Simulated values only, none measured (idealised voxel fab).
Process module in this document: voxel tone inversion
Section shown: cut. Width: 250 nm. Cell size: 5 nm, square.
A cross-section is a grid of square cells, given in bands from the top down. A band is one or more rows of cells.
Look at the band entry: it leads with the top's height and the bottom's height in nm. Then it lists the materials left to right, with a width in nm for each. The word "everywhere" on a single material says that material fills the band edge to edge. The word "air" is empty space.
The reference from which all heights are counted is 0, the level beneath which the as-received wafer is entirely one material; the lowest band, having no lower bound, proceeds downward and is written after the example "0 nm and below".
A width such as "30->40" changes by the same amount from each row of cells to the next, from the band's top row to its bottom row.
The designation "no alteration", where it is given for a processing step, indicates that no cell of the cross-section was altered in the course of that step.
Closed voids list: empty space of 8 cells or more with no open way to the top, each as width x height at its distance from the left edge, in nm
What comes after the settings on a step's line is commentary from the simulator itself on that step.
When a step includes a mask, the "overlay nm" setting on its line states how far to the right of its planned place that mask lay, and negative values state how far to the left.

### Process steps foreseen in the plan
step 1: RECEIVE with material Si
step 2: CONFORMAL_DEP with material SiCN, thk nm 5
step 3: DIRECTIONAL_DEP with material aC, thk nm 20
step 4: PATTERN with tone cover, mask id POSTS, material resist, width nm 15, pitch nm 35, thk nm 30, overlay nm -15
step 5: DIRECTIONAL_ETCH with etch materials aC, depth nm 20
step 6: STRIP with etch materials resist
step 7: FILL_DEP with material lowk, thk nm 10
step 8: CMP with height nm 25
step 9: STRIP with etch materials aC
step 10: CONFORMAL_DEP with material TiN, thk nm 5
step 11: FILL_DEP with material W, thk nm 5
step 12: CMP with height nm 25
step 13: CONFORMAL_DEP with material SiN, thk nm 5
The wafers are alike at the start. At step 4, their overlay nm differs. The plan lists the first wafer's value.

### Cross-section of the first of several wafers as received (after step 1)
0 nm and below = Si everywhere
Closed voids list: none

### Tabulated below, wafer by wafer, are the end-of-module results: for each material, the number of cells gained (+) or lost (-) relative to the as-received state, followed by the closed voids
overlay nm -15, +50 SiCN, +50 SiN, +36 TiN, +12 W, +152 lowk, Closed voids list: none
overlay nm -10, +50 SiCN, +50 SiN, +36 TiN, +12 W, +152 lowk, Closed voids list: none
overlay nm -5, +50 SiCN, +50 SiN, +36 TiN, +12 W, +152 lowk, Closed voids list: none
overlay nm 0, +50 SiCN, +50 SiN, +36 TiN, +12 W, +152 lowk, Closed voids list: none
overlay nm 5, +50 SiCN, +50 SiN, +36 TiN, +12 W, +152 lowk, Closed voids list: none
overlay nm 10, +50 SiCN, +50 SiN, +36 TiN, +12 W, +152 lowk, Closed voids list: none
overlay nm 15, +50 SiCN, +50 SiN, +36 TiN, +12 W, +152 lowk, Closed voids list: none
